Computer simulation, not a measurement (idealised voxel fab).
You're looking at the process module voxel self aligned vias.
Displayed cross-section: cut, width of 280 nm, square cells sized 5 nm.
Cross-section, as written here: a square-cell grid given band by band from the top down, where a band holds one or more rows of cells. Top, bottom (nm), then materials left to right with widths (nm); lone material tagged "everywhere" fills the whole band edge to edge; "blank" = empty space. Height 0 is the level under which the wafer as received is all one material. The lowest band goes on downwards, as in "top 0, no bottom". Width: "30->40" (first number = top row, second number = bottom row, same change from row to row of cells). Reading "stayed the same" for a step: not a cell of the cross-section changed in it. "Tabulated closed voids": sealed empty spaces, 8 cells or more, no open way to top, listed width x height at distance, with distance from the left edge and width, height and distance in nm. What comes after the settings on a step's line is commentary from the simulator itself on that step. overlay nm: mask offset rightward from planned place, masked step; negative means leftward offset.
These are the steps we planned for the process
- 1: RECEIVE,material Si
- 2: CONFORMAL_DEP,material SiO2,thk nm 15
- 3: CONFORMAL_DEP,material SiCN,thk nm 5
- 4: DIRECTIONAL_DEP,material SiO2,thk nm 30
- 5: DIRECTIONAL_DEP,material aC,thk nm 10
- 6: PATTERN,tone open,mask id LINES,material resist,width nm 20,pitch nm 45,thk nm 25,overlay nm 0
- 7: DIRECTIONAL_ETCH,etch materials aC,depth nm 10
- 8: STRIP,etch materials resist
- 9: DIRECTIONAL_ETCH,etch materials SiO2,depth nm 30
- 10: STRIP,etch materials aC
- 11: CONFORMAL_DEP,material TiN,thk nm 5
- 12: FILL_DEP,material Ru,thk nm 5
- 13: CMP,height nm 50
- 14: SELECTIVE_ETCH,etch materials W Ru TiN,depth nm 10
- 15: FILL_DEP,material SiN,thk nm 5
- 16: CMP,height nm 50
- 17: DIRECTIONAL_DEP,material SiO2,thk nm 15
- 18: DIRECTIONAL_DEP,material aC,thk nm 10
- 19: PATTERN,tone open,mask id VIAS,material resist,width nm 30,thk nm 25,overlay nm 0
- 20: DIRECTIONAL_ETCH,etch materials aC,depth nm 10
- 21: STRIP,etch materials resist
- 22: DIRECTIONAL_ETCH,etch materials SiO2,depth nm 15
- 23: DIRECTIONAL_ETCH,etch materials SiN,depth nm 10
- 24: STRIP,etch materials aC
- 25: CONFORMAL_DEP,material TiN,thk nm 5
- 26: FILL_DEP,material Ru,thk nm 10
- 27: CMP,height nm 65
- 28: CONFORMAL_DEP,material SiCN,thk nm 5
The first wafer of two, processed as planned
The cross-section here shows the wafer as received, i.e. in its state after step 1
	top 0, no bottom | Si everywhere
	Tabulated closed voids: none
after step 2
	top 15, bottom 0 | SiO2 everywhere
	Heights below 0 show no change.
after step 3
	top 20, bottom 15 | SiCN everywhere
	Heights below 15 show no change.
after step 4
	top 50, bottom 20 | SiO2 everywhere
	Heights below 20 show no change.
after step 5
	top 60, bottom 50 | aC everywhere
	Heights below 50 show no change.
after step 6
	top 85, bottom 60 | 105 of resist / 20 of blank / 25 of resist / 20 of blank / 110 of resist
	Heights below 60 show no change.
after step 7
	top 75, bottom 60 | 105 of resist / 20 of blank / 25 of resist / 20 of blank / 110 of resist
	top 60, bottom 50 | 105 of aC / 20 of blank / 25 of aC / 20 of blank / 110 of aC
	Heights below 50 show no change.
after step 8
	top 60, bottom 50 | 105 of aC / 20 of blank / 25 of aC / 20 of blank / 110 of aC
	Heights below 50 show no change.
after step 9
	top 60, bottom 50 | 105 of aC / 20 of blank / 25 of aC / 20 of blank / 110 of aC
	top 50, bottom 20 | 105 of SiO2 / 20 of blank / 25 of SiO2 / 20 of blank / 110 of SiO2
	Heights below 20 show no change.
after step 10
	top 50, bottom 20 | 105 of SiO2 / 20 of blank / 25 of SiO2 / 20 of blank / 110 of SiO2
	Heights below 20 show no change.
after step 11
	top 55, bottom 50 | 110 of TiN / 10 of blank / 35 of TiN / 10 of blank / 115 of TiN
	top 50, bottom 25 | 105 of SiO2 / 5 of TiN / 10 of blank / 5 of TiN / 25 of SiO2 / 5 of TiN / 10 of blank / 5 of TiN / 110 of SiO2
	top 25, bottom 20 | 105 of SiO2 / 20 of TiN / 25 of SiO2 / 20 of TiN / 110 of SiO2
	Heights below 20 show no change.
after step 12
	top 60, bottom 55 | Ru everywhere
	top 55, bottom 50 | 110 of TiN / 10 of Ru / 35 of TiN / 10 of Ru / 115 of TiN
	top 50, bottom 25 | 105 of SiO2 / 5 of TiN / 10 of Ru / 5 of TiN / 25 of SiO2 / 5 of TiN / 10 of Ru / 5 of TiN / 110 of SiO2
	Heights below 25 show no change.
after step 13
	top 50, bottom 25 | 105 of SiO2 / 5 of TiN / 10 of Ru / 5 of TiN / 25 of SiO2 / 5 of TiN / 10 of Ru / 5 of TiN / 110 of SiO2
	Heights below 25 show no change.
after step 14
	top 50, bottom 40 | 105 of SiO2 / 20 of blank / 25 of SiO2 / 20 of blank / 110 of SiO2
	Heights below 40 show no change.
after step 15
	top 55, bottom 50 | SiN everywhere
	top 50, bottom 40 | 105 of SiO2 / 20 of SiN / 25 of SiO2 / 20 of SiN / 110 of SiO2
	Heights below 40 show no change.
after step 16
	top 50, bottom 40 | 105 of SiO2 / 20 of SiN / 25 of SiO2 / 20 of SiN / 110 of SiO2
	Heights below 40 show no change.
after step 17
	top 65, bottom 50 | SiO2 everywhere
	Heights below 50 show no change.
after step 18
	top 75, bottom 65 | aC everywhere
	Heights below 65 show no change.
after step 19
	top 100, bottom 75 | 100 of resist / 30 of blank / 150 of resist
	Heights below 75 show no change.
after step 20
	top 90, bottom 75 | 100 of resist / 30 of blank / 150 of resist
	top 75, bottom 65 | 100 of aC / 30 of blank / 150 of aC
	Heights below 65 show no change.
after step 21
	top 75, bottom 65 | 100 of aC / 30 of blank / 150 of aC
	Heights below 65 show no change.
after step 22
	top 75, bottom 65 | 100 of aC / 30 of blank / 150 of aC
	top 65, bottom 50 | 100 of SiO2 / 30 of blank / 150 of SiO2
	Heights below 50 show no change.
after step 23
	top 75, bottom 65 | 100 of aC / 30 of blank / 150 of aC
	top 65, bottom 50 | 100 of SiO2 / 30 of blank / 150 of SiO2
	top 50, bottom 40 | 105 of SiO2 / 20 of blank / 25 of SiO2 / 20 of SiN / 110 of SiO2
	Heights below 40 show no change.
after step 24
	top 65, bottom 50 | 100 of SiO2 / 30 of blank / 150 of SiO2
	Heights below 50 show no change.
after step 25
	top 70, bottom 65 | 105 of TiN / 20 of blank / 155 of TiN
	top 65, bottom 55 | 100 of SiO2 / 5 of TiN / 20 of blank / 5 of TiN / 150 of SiO2
	top 55, bottom 50 | 100 of SiO2 / 10 of TiN / 10 of blank / 10 of TiN / 150 of SiO2
	top 50, bottom 45 | 105 of SiO2 / 5 of TiN / 10 of blank / 5 of TiN / 25 of SiO2 / 20 of SiN / 110 of SiO2
	top 45, bottom 40 | 105 of SiO2 / 20 of TiN / 25 of SiO2 / 20 of SiN / 110 of SiO2
	Heights below 40 show no change.
after step 26
	top 80, bottom 70 | Ru everywhere
	top 70, bottom 65 | 105 of TiN / 20 of Ru / 155 of TiN
	top 65, bottom 55 | 100 of SiO2 / 5 of TiN / 20 of Ru / 5 of TiN / 150 of SiO2
	top 55, bottom 50 | 100 of SiO2 / 10 of TiN / 10 of Ru / 10 of TiN / 150 of SiO2
	top 50, bottom 45 | 105 of SiO2 / 5 of TiN / 10 of Ru / 5 of TiN / 25 of SiO2 / 20 of SiN / 110 of SiO2
	Heights below 45 show no change.
after step 27
	top 65, bottom 55 | 100 of SiO2 / 5 of TiN / 20 of Ru / 5 of TiN / 150 of SiO2
	Heights below 55 show no change.
after step 28
	top 70, bottom 65 | SiCN everywhere
	Heights below 65 show no change.
The Second Wafer: Common Origin and Plan, One Mistake in Execution, Identical to the First Through Step 1
Second wafer cross-section, taken as of the time the plan sets for step 2 to be done
	top 15, bottom 0 | Ru everywhere
	Heights below 0 show no change.
Second wafer cross-section, taken as of the time the plan sets for step 3 to be done
	top 20, bottom 15 | SiCN everywhere
	Heights below 15 show no change.
Second wafer cross-section, taken as of the time the plan sets for step 4 to be done
	top 50, bottom 20 | SiO2 everywhere
	Heights below 20 show no change.
Second wafer cross-section, taken as of the time the plan sets for step 5 to be done
	top 60, bottom 50 | aC everywhere
	Heights below 50 show no change.
Second wafer cross-section, taken as of the time the plan sets for step 6 to be done
	top 85, bottom 60 | 105 of resist / 20 of blank / 25 of resist / 20 of blank / 110 of resist
	Heights below 60 show no change.
Second wafer cross-section, taken as of the time the plan sets for step 7 to be done
	top 75, bottom 60 | 105 of resist / 20 of blank / 25 of resist / 20 of blank / 110 of resist
	top 60, bottom 50 | 105 of aC / 20 of blank / 25 of aC / 20 of blank / 110 of aC
	Heights below 50 show no change.
Second wafer cross-section, taken as of the time the plan sets for step 8 to be done
	top 60, bottom 50 | 105 of aC / 20 of blank / 25 of aC / 20 of blank / 110 of aC
	Heights below 50 show no change.
Second wafer cross-section, taken as of the time the plan sets for step 9 to be done
	top 60, bottom 50 | 105 of aC / 20 of blank / 25 of aC / 20 of blank / 110 of aC
	top 50, bottom 20 | 105 of SiO2 / 20 of blank / 25 of SiO2 / 20 of blank / 110 of SiO2
	Heights below 20 show no change.
Second wafer cross-section, taken as of the time the plan sets for step 10 to be done
	top 50, bottom 20 | 105 of SiO2 / 20 of blank / 25 of SiO2 / 20 of blank / 110 of SiO2
	Heights below 20 show no change.
Second wafer cross-section, taken as of the time the plan sets for step 11 to be done
	top 55, bottom 50 | 110 of TiN / 10 of blank / 35 of TiN / 10 of blank / 115 of TiN
	top 50, bottom 25 | 105 of SiO2 / 5 of TiN / 10 of blank / 5 of TiN / 25 of SiO2 / 5 of TiN / 10 of blank / 5 of TiN / 110 of SiO2
	top 25, bottom 20 | 105 of SiO2 / 20 of TiN / 25 of SiO2 / 20 of TiN / 110 of SiO2
	Heights below 20 show no change.
Second wafer cross-section, taken as of the time the plan sets for step 12 to be done
	top 60, bottom 55 | Ru everywhere
	top 55, bottom 50 | 110 of TiN / 10 of Ru / 35 of TiN / 10 of Ru / 115 of TiN
	top 50, bottom 25 | 105 of SiO2 / 5 of TiN / 10 of Ru / 5 of TiN / 25 of SiO2 / 5 of TiN / 10 of Ru / 5 of TiN / 110 of SiO2
	Heights below 25 show no change.
Second wafer cross-section, taken as of the time the plan sets for step 13 to be done
	top 50, bottom 25 | 105 of SiO2 / 5 of TiN / 10 of Ru / 5 of TiN / 25 of SiO2 / 5 of TiN / 10 of Ru / 5 of TiN / 110 of SiO2
	Heights below 25 show no change.
Second wafer cross-section, taken as of the time the plan sets for step 14 to be done
	top 50, bottom 40 | 105 of SiO2 / 20 of blank / 25 of SiO2 / 20 of blank / 110 of SiO2
	Heights below 40 show no change.
Second wafer cross-section, taken as of the time the plan sets for step 15 to be done
	top 55, bottom 50 | SiN everywhere
	top 50, bottom 40 | 105 of SiO2 / 20 of SiN / 25 of SiO2 / 20 of SiN / 110 of SiO2
	Heights below 40 show no change.
Second wafer cross-section, taken as of the time the plan sets for step 16 to be done
	top 50, bottom 40 | 105 of SiO2 / 20 of SiN / 25 of SiO2 / 20 of SiN / 110 of SiO2
	Heights below 40 show no change.
Second wafer cross-section, taken as of the time the plan sets for step 17 to be done
	top 65, bottom 50 | SiO2 everywhere
	Heights below 50 show no change.
Second wafer cross-section, taken as of the time the plan sets for step 18 to be done
	top 75, bottom 65 | aC everywhere
	Heights below 65 show no change.
Second wafer cross-section, taken as of the time the plan sets for step 19 to be done
	top 100, bottom 75 | 100 of resist / 30 of blank / 150 of resist
	Heights below 75 show no change.
Second wafer cross-section, taken as of the time the plan sets for step 20 to be done
	top 90, bottom 75 | 100 of resist / 30 of blank / 150 of resist
	top 75, bottom 65 | 100 of aC / 30 of blank / 150 of aC
	Heights below 65 show no change.
Second wafer cross-section, taken as of the time the plan sets for step 21 to be done
	top 75, bottom 65 | 100 of aC / 30 of blank / 150 of aC
	Heights below 65 show no change.
Second wafer cross-section, taken as of the time the plan sets for step 22 to be done
	top 75, bottom 65 | 100 of aC / 30 of blank / 150 of aC
	top 65, bottom 50 | 100 of SiO2 / 30 of blank / 150 of SiO2
	Heights below 50 show no change.
Second wafer cross-section, taken as of the time the plan sets for step 23 to be done
	top 75, bottom 65 | 100 of aC / 30 of blank / 150 of aC
	top 65, bottom 50 | 100 of SiO2 / 30 of blank / 150 of SiO2
	top 50, bottom 40 | 105 of SiO2 / 20 of blank / 25 of SiO2 / 20 of SiN / 110 of SiO2
	Heights below 40 show no change.
Second wafer cross-section, taken as of the time the plan sets for step 24 to be done
	top 65, bottom 50 | 100 of SiO2 / 30 of blank / 150 of SiO2
	Heights below 50 show no change.
Second wafer cross-section, taken as of the time the plan sets for step 25 to be done
	top 70, bottom 65 | 105 of TiN / 20 of blank / 155 of TiN
	top 65, bottom 55 | 100 of SiO2 / 5 of TiN / 20 of blank / 5 of TiN / 150 of SiO2
	top 55, bottom 50 | 100 of SiO2 / 10 of TiN / 10 of blank / 10 of TiN / 150 of SiO2
	top 50, bottom 45 | 105 of SiO2 / 5 of TiN / 10 of blank / 5 of TiN / 25 of SiO2 / 20 of SiN / 110 of SiO2
	top 45, bottom 40 | 105 of SiO2 / 20 of TiN / 25 of SiO2 / 20 of SiN / 110 of SiO2
	Heights below 40 show no change.
Second wafer cross-section, taken as of the time the plan sets for step 26 to be done
	top 80, bottom 70 | Ru everywhere
	top 70, bottom 65 | 105 of TiN / 20 of Ru / 155 of TiN
	top 65, bottom 55 | 100 of SiO2 / 5 of TiN / 20 of Ru / 5 of TiN / 150 of SiO2
	top 55, bottom 50 | 100 of SiO2 / 10 of TiN / 10 of Ru / 10 of TiN / 150 of SiO2
	top 50, bottom 45 | 105 of SiO2 / 5 of TiN / 10 of Ru / 5 of TiN / 25 of SiO2 / 20 of SiN / 110 of SiO2
	Heights below 45 show no change.
Second wafer cross-section, taken as of the time the plan sets for step 27 to be done
	top 65, bottom 55 | 100 of SiO2 / 5 of TiN / 20 of Ru / 5 of TiN / 150 of SiO2
	Heights below 55 show no change.
Second wafer cross-section, taken as of the time the plan sets for step 28 to be done
	top 70, bottom 65 | SiCN everywhere
	Heights below 65 show no change.
Deviation noted in wafer processing: step 2 was run on a setting that differed from the plan, and what really ran there is CONFORMAL_DEP,material Ru,thk nm 15
Final wafer comparison in cells, second versus first, more or fewer per material: Ru: 168 more, SiO2: 168 fewer
